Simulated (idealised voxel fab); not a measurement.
voxel wiring stack: a process module
We display cut, a cross-section 275 nm in width whose square cells are each 5 nm.
A cross-section in this document is a grid of square cells, and it is written down as bands, the top band listed before the ones below it; a band is made up of one or more rows of cells.
Band entry format. Leading values: height of top, height of bottom, nm. Remainder: materials in left-to-right order, each with its width in nm. Special words: "throughout" on a single material, which then fills the band edge to edge; "air", empty space.
Height 0 is the level under which the wafer as received is all one material. The lowest band goes on downwards, as in "0 down".
Note: "30->40" means the width goes from the first number (top row of the band) to the second number (bottom row) in equal steps per row of cells.
Key: "identical to before" - step with no changed cell in the cross-section.
If an empty space has no open way to the top and is at least 8 cells in size, "Enclosed empty spaces" lists it, written width x height at distance, where distance is measured from the left edge and every value is in nm.
Past the settings on a step's line: simulator remark, on that step.
If you see "overlay nm" on a step's line and that step has a mask, it's telling you how far right of where it was planned the mask ended up; a negative number means it went left instead.
Planned process steps
1,RECEIVE, material Si
2,CONFORMAL_DEP, material SiO2, thk nm 10
3,DIRECTIONAL_DEP, material TiN, thk nm 5
4,DIRECTIONAL_DEP, material W, thk nm 25
5,PATTERN, tone cover, mask id METAL_1, material resist, width nm 20, pitch nm 35, thk nm 15, overlay nm 0
6,DIRECTIONAL_ETCH, etch materials W, depth nm 25
7,DIRECTIONAL_ETCH, etch materials TiN, depth nm 5
8,STRIP, etch materials resist
9,FILL_DEP, material lowk, thk nm 5
10,CMP, height nm 40
11,CONFORMAL_DEP, material SiCN, thk nm 5
12,DIRECTIONAL_DEP, material SiO2, thk nm 15
13,PATTERN, tone open, mask id PLUG_1, material resist, width nm 15, pitch nm 70, thk nm 20, overlay nm 0
14,DIRECTIONAL_ETCH, etch materials SiO2, depth nm 15
15,DIRECTIONAL_ETCH, etch materials SiCN, depth nm 5
16,STRIP, etch materials resist
17,EPI, material Ru, thk nm 10
18,EPI, material Ru, thk nm 10
19,DIRECTIONAL_DEP, material TiN, thk nm 5
20,DIRECTIONAL_DEP, material W, thk nm 25
21,DIRECTIONAL_DEP, material aC, thk nm 15
22,PATTERN, tone cover, mask id METAL_2, material resist, width nm 20, pitch nm 35, thk nm 30, overlay nm 0
23,DIRECTIONAL_ETCH, etch materials aC, depth nm 15
24,STRIP, etch materials resist
25,DIRECTIONAL_ETCH, etch materials W, depth nm 25
26,DIRECTIONAL_ETCH, etch materials TiN, depth nm 5
27,STRIP, etch materials aC
28,FILL_DEP, material lowk, thk nm 5
29,CMP, height nm 90
30,CONFORMAL_DEP, material SiCN, thk nm 5
31,DIRECTIONAL_DEP, material SiO2, thk nm 10
32,DIRECTIONAL_DEP, material aC, thk nm 10
33,PATTERN, tone open, mask id PLUG_2, material resist, width nm 15, pitch nm 70, thk nm 25, overlay nm 0
34,DIRECTIONAL_ETCH, etch materials aC, depth nm 10
35,STRIP, etch materials resist
36,DIRECTIONAL_ETCH, etch materials SiO2, depth nm 10
37,DIRECTIONAL_ETCH, etch materials SiCN, depth nm 5
38,STRIP, etch materials aC
39,CONFORMAL_DEP, material TiN, thk nm 5
40,FILL_DEP, material Ru, thk nm 5
41,CMP, height nm 105
42,CONFORMAL_DEP, material SiN, thk nm 5
43,DIRECTIONAL_DEP, material SiO2, thk nm 15
44,PATTERN, tone open, mask id METAL_3, material resist, width nm 20, pitch nm 35, thk nm 20, overlay nm 0
45,DIRECTIONAL_ETCH, etch materials SiO2, depth nm 15
46,DIRECTIONAL_ETCH, etch materials SiN, depth nm 5
47,STRIP, etch materials resist
48,CONFORMAL_DEP, material TiN, thk nm 5
49,FILL_DEP, material Cu, thk nm 10
50,CMP, height nm 125
51,EPI, material Ru, thk nm 5
52,FILL_DEP, material SiCN, thk nm 5
Run as planned: first of two wafers
Cross-section: wafer on arrival = after step 1
	0 down = Si throughout
	Enclosed empty spaces: none
Cross-section through the wafer, step 2 finished
	10 to 0 = SiO2 throughout
	Below 0, no change.
Cross-section through the wafer, step 3 finished
	15 to 10 = TiN throughout
	Below 10, no change.
Cross-section through the wafer, step 4 finished
	40 to 15 = W throughout
	Below 15, no change.
Cross-section through the wafer, step 5 finished
	55 to 40 = air 90  resist 20  air 15  resist 20  air 15  resist 20  air 95
	Below 40, no change.
Cross-section through the wafer, step 6 finished
	55 to 40 = air 90  resist 20  air 15  resist 20  air 15  resist 20  air 95
	40 to 15 = air 90  W 20  air 15  W 20  air 15  W 20  air 95
	Below 15, no change.
Cross-section through the wafer, step 7 finished
	55 to 40 = air 90  resist 20  air 15  resist 20  air 15  resist 20  air 95
	40 to 15 = air 90  W 20  air 15  W 20  air 15  W 20  air 95
	15 to 10 = air 90  TiN 20  air 15  TiN 20  air 15  TiN 20  air 95
	Below 10, no change.
Cross-section through the wafer, step 8 finished
	40 to 15 = air 90  W 20  air 15  W 20  air 15  W 20  air 95
	Below 15, no change.
Cross-section through the wafer, step 9 finished
	45 to 40 = lowk throughout
	40 to 15 = lowk 90  W 20  lowk 15  W 20  lowk 15  W 20  lowk 95
	15 to 10 = lowk 90  TiN 20  lowk 15  TiN 20  lowk 15  TiN 20  lowk 95
	Below 10, no change.
Cross-section through the wafer, step 10 finished
	40 to 15 = lowk 90  W 20  lowk 15  W 20  lowk 15  W 20  lowk 95
	Below 15, no change.
Cross-section through the wafer, step 11 finished
	45 to 40 = SiCN throughout
	Below 40, no change.
Cross-section through the wafer, step 12 finished
	60 to 45 = SiO2 throughout
	Below 45, no change.
Cross-section through the wafer, step 13 finished
	80 to 60 = resist 90  air 15  resist 55  air 15  resist 100
	Below 60, no change.
Cross-section through the wafer, step 14 finished
	80 to 60 = resist 90  air 15  resist 55  air 15  resist 100
	60 to 45 = SiO2 90  air 15  SiO2 55  air 15  SiO2 100
	Below 45, no change.
Cross-section through the wafer, step 15 finished
	80 to 60 = resist 90  air 15  resist 55  air 15  resist 100
	60 to 45 = SiO2 90  air 15  SiO2 55  air 15  SiO2 100
	45 to 40 = SiCN 90  air 15  SiCN 55  air 15  SiCN 100
	Below 40, no change.
Cross-section through the wafer, step 16 finished
	60 to 45 = SiO2 90  air 15  SiO2 55  air 15  SiO2 100
	Below 45, no change.
Cross-section through the wafer, step 17 finished
	60 to 50 = SiO2 90  air 15  SiO2 55  air 15  SiO2 100
	50 to 45 = SiO2 90  Ru 15  SiO2 55  Ru 15  SiO2 100
	45 to 40 = SiCN 90  Ru 15  SiCN 55  Ru 15  SiCN 100
	Below 40, no change.
Cross-section through the wafer, step 18 finished
	60 to 45 = SiO2 90  Ru 15  SiO2 55  Ru 15  SiO2 100
	Below 45, no change.
Cross-section through the wafer, step 19 finished
	65 to 60 = TiN throughout
	Below 60, no change.
Cross-section through the wafer, step 20 finished
	90 to 65 = W throughout
	Below 65, no change.
Cross-section through the wafer, step 21 finished
	105 to 90 = aC throughout
	Below 90, no change.
Cross-section through the wafer, step 22 finished
	135 to 105 = air 90  resist 20  air 15  resist 20  air 15  resist 20  air 95
	Below 105, no change.
Cross-section through the wafer, step 23 finished
	120 to 105 = air 90  resist 20  air 15  resist 20  air 15  resist 20  air 95
	105 to 90 = air 90  aC 20  air 15  aC 20  air 15  aC 20  air 95
	Below 90, no change.
Cross-section through the wafer, step 24 finished
	105 to 90 = air 90  aC 20  air 15  aC 20  air 15  aC 20  air 95
	Below 90, no change.
Cross-section through the wafer, step 25 finished
	105 to 90 = air 90  aC 20  air 15  aC 20  air 15  aC 20  air 95
	90 to 65 = air 90  W 20  air 15  W 20  air 15  W 20  air 95
	Below 65, no change.
Cross-section through the wafer, step 26 finished
	105 to 90 = air 90  aC 20  air 15  aC 20  air 15  aC 20  air 95
	90 to 65 = air 90  W 20  air 15  W 20  air 15  W 20  air 95
	65 to 60 = air 90  TiN 20  air 15  TiN 20  air 15  TiN 20  air 95
	Below 60, no change.
Cross-section through the wafer, step 27 finished
	90 to 65 = air 90  W 20  air 15  W 20  air 15  W 20  air 95
	Below 65, no change.
Cross-section through the wafer, step 28 finished
	95 to 90 = lowk throughout
	90 to 65 = lowk 90  W 20  lowk 15  W 20  lowk 15  W 20  lowk 95
	65 to 60 = lowk 90  TiN 20  lowk 15  TiN 20  lowk 15  TiN 20  lowk 95
	Below 60, no change.
Cross-section through the wafer, step 29 finished
	90 to 65 = lowk 90  W 20  lowk 15  W 20  lowk 15  W 20  lowk 95
	Below 65, no change.
Cross-section through the wafer, step 30 finished
	95 to 90 = SiCN throughout
	Below 90, no change.
Cross-section through the wafer, step 31 finished
	105 to 95 = SiO2 throughout
	Below 95, no change.
Cross-section through the wafer, step 32 finished
	115 to 105 = aC throughout
	Below 105, no change.
Cross-section through the wafer, step 33 finished
	140 to 115 = resist 90  air 15  resist 55  air 15  resist 100
	Below 115, no change.
Cross-section through the wafer, step 34 finished
	130 to 115 = resist 90  air 15  resist 55  air 15  resist 100
	115 to 105 = aC 90  air 15  aC 55  air 15  aC 100
	Below 105, no change.
Cross-section through the wafer, step 35 finished
	115 to 105 = aC 90  air 15  aC 55  air 15  aC 100
	Below 105, no change.
Cross-section through the wafer, step 36 finished
	115 to 105 = aC 90  air 15  aC 55  air 15  aC 100
	105 to 95 = SiO2 90  air 15  SiO2 55  air 15  SiO2 100
	Below 95, no change.
Cross-section through the wafer, step 37 finished
	115 to 105 = aC 90  air 15  aC 55  air 15  aC 100
	105 to 95 = SiO2 90  air 15  SiO2 55  air 15  SiO2 100
	95 to 90 = SiCN 90  air 15  SiCN 55  air 15  SiCN 100
	Below 90, no change.
Cross-section through the wafer, step 38 finished
	105 to 95 = SiO2 90  air 15  SiO2 55  air 15  SiO2 100
	Below 95, no change.
Cross-section through the wafer, step 39 finished
	110 to 105 = TiN 95  air 5  TiN 65  air 5  TiN 105
	105 to 95 = SiO2 90  TiN 5  air 5  TiN 5  SiO2 55  TiN 5  air 5  TiN 5  SiO2 100
	95 to 90 = SiCN 90  TiN 15  SiCN 55  TiN 15  SiCN 100
	Below 90, no change.
Cross-section through the wafer, step 40 finished
	115 to 110 = Ru throughout
	110 to 105 = TiN 95  Ru 5  TiN 65  Ru 5  TiN 105
	105 to 95 = SiO2 90  TiN 5  Ru 5  TiN 5  SiO2 55  TiN 5  Ru 5  TiN 5  SiO2 100
	Below 95, no change.
Cross-section through the wafer, step 41 finished
	105 to 95 = SiO2 90  TiN 5  Ru 5  TiN 5  SiO2 55  TiN 5  Ru 5  TiN 5  SiO2 100
	Below 95, no change.
Cross-section through the wafer, step 42 finished
	110 to 105 = SiN throughout
	Below 105, no change.
Cross-section through the wafer, step 43 finished
	125 to 110 = SiO2 throughout
	Below 110, no change.
Cross-section through the wafer, step 44 finished
	145 to 125 = resist 90  air 20  resist 15  air 20  resist 15  air 20  resist 95
	Below 125, no change.
Cross-section through the wafer, step 45 finished
	145 to 125 = resist 90  air 20  resist 15  air 20  resist 15  air 20  resist 95
	125 to 110 = SiO2 90  air 20  SiO2 15  air 20  SiO2 15  air 20  SiO2 95
	Below 110, no change.
Cross-section through the wafer, step 46 finished
	145 to 125 = resist 90  air 20  resist 15  air 20  resist 15  air 20  resist 95
	125 to 110 = SiO2 90  air 20  SiO2 15  air 20  SiO2 15  air 20  SiO2 95
	110 to 105 = SiN 90  air 20  SiN 15  air 20  SiN 15  air 20  SiN 95
	Below 105, no change.
Cross-section through the wafer, step 47 finished
	125 to 110 = SiO2 90  air 20  SiO2 15  air 20  SiO2 15  air 20  SiO2 95
	Below 110, no change.
Cross-section through the wafer, step 48 finished
	130 to 125 = TiN 95  air 10  TiN 25  air 10  TiN 25  air 10  TiN 100
	125 to 110 = SiO2 90  TiN 5  air 10  TiN 5  SiO2 15  TiN 5  air 10  TiN 5  SiO2 15  TiN 5  air 10  TiN 5  SiO2 95
	110 to 105 = SiN 90  TiN 20  SiN 15  TiN 20  SiN 15  TiN 20  SiN 95
	Below 105, no change.
Cross-section through the wafer, step 49 finished
	140 to 130 = Cu throughout
	130 to 125 = TiN 95  Cu 10  TiN 25  Cu 10  TiN 25  Cu 10  TiN 100
	125 to 110 = SiO2 90  TiN 5  Cu 10  TiN 5  SiO2 15  TiN 5  Cu 10  TiN 5  SiO2 15  TiN 5  Cu 10  TiN 5  SiO2 95
	Below 110, no change.
Cross-section through the wafer, step 50 finished
	125 to 110 = SiO2 90  TiN 5  Cu 10  TiN 5  SiO2 15  TiN 5  Cu 10  TiN 5  SiO2 15  TiN 5  Cu 10  TiN 5  SiO2 95
	Below 110, no change.
Cross-section through the wafer, step 51 finished
	130 to 125 = air 85  Ru 30  air 5  Ru 30  air 5  Ru 30  air 90
	Below 125, no change.
Cross-section through the wafer, step 52 finished
	135 to 130 = SiCN throughout
	130 to 125 = SiCN 85  Ru 30  SiCN 5  Ru 30  SiCN 5  Ru 30  SiCN 90
	Below 125, no change.
Regarding the second of the two wafers: it shared the first wafer's starting condition and process plan, yet one error occurred during its execution. Its history coincides with that of the first wafer up to and including step 11
Cross-sectional representation of the second wafer at the time designated in the plan for the completion of step 12
	75 to 45 = SiO2 throughout
	Below 45, no change.
Cross-sectional representation of the second wafer at the time designated in the plan for the completion of step 13
	95 to 75 = resist 90  air 15  resist 55  air 15  resist 100
	Below 75, no change.
Cross-sectional representation of the second wafer at the time designated in the plan for the completion of step 14
	95 to 75 = resist 90  air 15  resist 55  air 15  resist 100
	75 to 60 = SiO2 90  air 15  SiO2 55  air 15  SiO2 100
	Below 60, no change.
Cross-sectional representation of the second wafer at the time designated in the plan for the completion of step 15: identical to before
Cross-sectional representation of the second wafer at the time designated in the plan for the completion of step 16
	75 to 60 = SiO2 90  air 15  SiO2 55  air 15  SiO2 100
	Below 60, no change.
Cross-sectional representation of the second wafer at the time designated in the plan for the completion of step 17: identical to before
Cross-sectional representation of the second wafer at the time designated in the plan for the completion of step 18: identical to before
Cross-sectional representation of the second wafer at the time designated in the plan for the completion of step 19
	80 to 75 = TiN 90  air 15  TiN 55  air 15  TiN 100
	75 to 65 = SiO2 90  air 15  SiO2 55  air 15  SiO2 100
	65 to 60 = SiO2 90  TiN 15  SiO2 55  TiN 15  SiO2 100
	Below 60, no change.
Cross-sectional representation of the second wafer at the time designated in the plan for the completion of step 20
	105 to 90 = W 90  air 15  W 55  air 15  W 100
	90 to 80 = W throughout
	80 to 75 = TiN 90  W 15  TiN 55  W 15  TiN 100
	75 to 65 = SiO2 90  W 15  SiO2 55  W 15  SiO2 100
	Below 65, no change.
Cross-sectional representation of the second wafer at the time designated in the plan for the completion of step 21
	120 to 105 = aC 90  air 15  aC 55  air 15  aC 100
	105 to 90 = W 90  aC 15  W 55  aC 15  W 100
	Below 90, no change.
Cross-sectional representation of the second wafer at the time designated in the plan for the completion of step 22
	150 to 120 = air 90  resist 20  air 15  resist 20  air 15  resist 20  air 95
	120 to 105 = aC 90  resist 15  aC 55  resist 15  aC 100
	Below 105, no change.
Cross-sectional representation of the second wafer at the time designated in the plan for the completion of step 23
	135 to 120 = air 90  resist 20  air 15  resist 20  air 15  resist 20  air 95
	120 to 105 = air 90  resist 15  aC 5  air 15  aC 20  air 15  resist 15  aC 5  air 95
	Below 105, no change.
Cross-sectional representation of the second wafer at the time designated in the plan for the completion of step 24
	120 to 105 = air 105  aC 5  air 15  aC 20  air 30  aC 5  air 95
	Below 105, no change.
Cross-sectional representation of the second wafer at the time designated in the plan for the completion of step 25
	120 to 105 = air 105  aC 5  air 15  aC 20  air 30  aC 5  air 95
	105 to 90 = air 90  aC 15  W 5  air 15  W 20  air 15  aC 15  W 5  air 95
	90 to 80 = air 90  W 20  air 15  W 20  air 15  W 20  air 95
	Below 80, no change.
Cross-sectional representation of the second wafer at the time designated in the plan for the completion of step 26
	120 to 105 = air 105  aC 5  air 15  aC 20  air 30  aC 5  air 95
	105 to 90 = air 90  aC 15  W 5  air 15  W 20  air 15  aC 15  W 5  air 95
	90 to 80 = air 90  W 20  air 15  W 20  air 15  W 20  air 95
	80 to 75 = air 90  W 15  TiN 5  air 15  TiN 20  air 15  W 15  TiN 5  air 95
	Below 75, no change.
Cross-sectional representation of the second wafer at the time designated in the plan for the completion of step 27
	105 to 90 = air 105  W 5  air 15  W 20  air 30  W 5  air 95
	Below 90, no change.
Cross-sectional representation of the second wafer at the time designated in the plan for the completion of step 28
	110 to 105 = lowk throughout
	105 to 90 = lowk 105  W 5  lowk 15  W 20  lowk 30  W 5  lowk 95
	90 to 80 = lowk 90  W 20  lowk 15  W 20  lowk 15  W 20  lowk 95
	80 to 75 = lowk 90  W 15  TiN 5  lowk 15  TiN 20  lowk 15  W 15  TiN 5  lowk 95
	Below 75, no change.
Cross-sectional representation of the second wafer at the time designated in the plan for the completion of step 29
	90 to 80 = lowk 90  W 20  lowk 15  W 20  lowk 15  W 20  lowk 95
	Below 80, no change.
Cross-sectional representation of the second wafer at the time designated in the plan for the completion of step 30
	95 to 90 = SiCN throughout
	Below 90, no change.
Cross-sectional representation of the second wafer at the time designated in the plan for the completion of step 31
	105 to 95 = SiO2 throughout
	Below 95, no change.
Cross-sectional representation of the second wafer at the time designated in the plan for the completion of step 32
	115 to 105 = aC throughout
	Below 105, no change.
Cross-sectional representation of the second wafer at the time designated in the plan for the completion of step 33
	140 to 115 = resist 90  air 15  resist 55  air 15  resist 100
	Below 115, no change.
Cross-sectional representation of the second wafer at the time designated in the plan for the completion of step 34
	130 to 115 = resist 90  air 15  resist 55  air 15  resist 100
	115 to 105 = aC 90  air 15  aC 55  air 15  aC 100
	Below 105, no change.
Cross-sectional representation of the second wafer at the time designated in the plan for the completion of step 35
	115 to 105 = aC 90  air 15  aC 55  air 15  aC 100
	Below 105, no change.
Cross-sectional representation of the second wafer at the time designated in the plan for the completion of step 36
	115 to 105 = aC 90  air 15  aC 55  air 15  aC 100
	105 to 95 = SiO2 90  air 15  SiO2 55  air 15  SiO2 100
	Below 95, no change.
Cross-sectional representation of the second wafer at the time designated in the plan for the completion of step 37
	115 to 105 = aC 90  air 15  aC 55  air 15  aC 100
	105 to 95 = SiO2 90  air 15  SiO2 55  air 15  SiO2 100
	95 to 90 = SiCN 90  air 15  SiCN 55  air 15  SiCN 100
	Below 90, no change.
Cross-sectional representation of the second wafer at the time designated in the plan for the completion of step 38
	105 to 95 = SiO2 90  air 15  SiO2 55  air 15  SiO2 100
	Below 95, no change.
Cross-sectional representation of the second wafer at the time designated in the plan for the completion of step 39
	110 to 105 = TiN 95  air 5  TiN 65  air 5  TiN 105
	105 to 95 = SiO2 90  TiN 5  air 5  TiN 5  SiO2 55  TiN 5  air 5  TiN 5  SiO2 100
	95 to 90 = SiCN 90  TiN 15  SiCN 55  TiN 15  SiCN 100
	Below 90, no change.
Cross-sectional representation of the second wafer at the time designated in the plan for the completion of step 40
	115 to 110 = Ru throughout
	110 to 105 = TiN 95  Ru 5  TiN 65  Ru 5  TiN 105
	105 to 95 = SiO2 90  TiN 5  Ru 5  TiN 5  SiO2 55  TiN 5  Ru 5  TiN 5  SiO2 100
	Below 95, no change.
Cross-sectional representation of the second wafer at the time designated in the plan for the completion of step 41
	105 to 95 = SiO2 90  TiN 5  Ru 5  TiN 5  SiO2 55  TiN 5  Ru 5  TiN 5  SiO2 100
	Below 95, no change.
Cross-sectional representation of the second wafer at the time designated in the plan for the completion of step 42
	110 to 105 = SiN throughout
	Below 105, no change.
Cross-sectional representation of the second wafer at the time designated in the plan for the completion of step 43
	125 to 110 = SiO2 throughout
	Below 110, no change.
Cross-sectional representation of the second wafer at the time designated in the plan for the completion of step 44
	145 to 125 = resist 90  air 20  resist 15  air 20  resist 15  air 20  resist 95
	Below 125, no change.
Cross-sectional representation of the second wafer at the time designated in the plan for the completion of step 45
	145 to 125 = resist 90  air 20  resist 15  air 20  resist 15  air 20  resist 95
	125 to 110 = SiO2 90  air 20  SiO2 15  air 20  SiO2 15  air 20  SiO2 95
	Below 110, no change.
Cross-sectional representation of the second wafer at the time designated in the plan for the completion of step 46
	145 to 125 = resist 90  air 20  resist 15  air 20  resist 15  air 20  resist 95
	125 to 110 = SiO2 90  air 20  SiO2 15  air 20  SiO2 15  air 20  SiO2 95
	110 to 105 = SiN 90  air 20  SiN 15  air 20  SiN 15  air 20  SiN 95
	Below 105, no change.
Cross-sectional representation of the second wafer at the time designated in the plan for the completion of step 47
	125 to 110 = SiO2 90  air 20  SiO2 15  air 20  SiO2 15  air 20  SiO2 95
	Below 110, no change.
Cross-sectional representation of the second wafer at the time designated in the plan for the completion of step 48
	130 to 125 = TiN 95  air 10  TiN 25  air 10  TiN 25  air 10  TiN 100
	125 to 110 = SiO2 90  TiN 5  air 10  TiN 5  SiO2 15  TiN 5  air 10  TiN 5  SiO2 15  TiN 5  air 10  TiN 5  SiO2 95
	110 to 105 = SiN 90  TiN 20  SiN 15  TiN 20  SiN 15  TiN 20  SiN 95
	Below 105, no change.
Cross-sectional representation of the second wafer at the time designated in the plan for the completion of step 49
	140 to 130 = Cu throughout
	130 to 125 = TiN 95  Cu 10  TiN 25  Cu 10  TiN 25  Cu 10  TiN 100
	125 to 110 = SiO2 90  TiN 5  Cu 10  TiN 5  SiO2 15  TiN 5  Cu 10  TiN 5  SiO2 15  TiN 5  Cu 10  TiN 5  SiO2 95
	Below 110, no change.
Cross-sectional representation of the second wafer at the time designated in the plan for the completion of step 50
	125 to 110 = SiO2 90  TiN 5  Cu 10  TiN 5  SiO2 15  TiN 5  Cu 10  TiN 5  SiO2 15  TiN 5  Cu 10  TiN 5  SiO2 95
	Below 110, no change.
Cross-sectional representation of the second wafer at the time designated in the plan for the completion of step 51
	130 to 125 = air 85  Ru 30  air 5  Ru 30  air 5  Ru 30  air 90
	Below 125, no change.
Cross-sectional representation of the second wafer at the time designated in the plan for the completion of step 52
	135 to 130 = SiCN throughout
	130 to 125 = SiCN 85  Ru 30  SiCN 5  Ru 30  SiCN 5  Ru 30  SiCN 90
	Below 125, no change.
What broke from the plan during processing? step 12 was run twice
End check, counted in cells, second wafer has more or fewer of these materials than the first: 24 fewer of Ru | 6 more of SiCN | 165 more of SiO2 | 18 fewer of W | 129 fewer of lowk
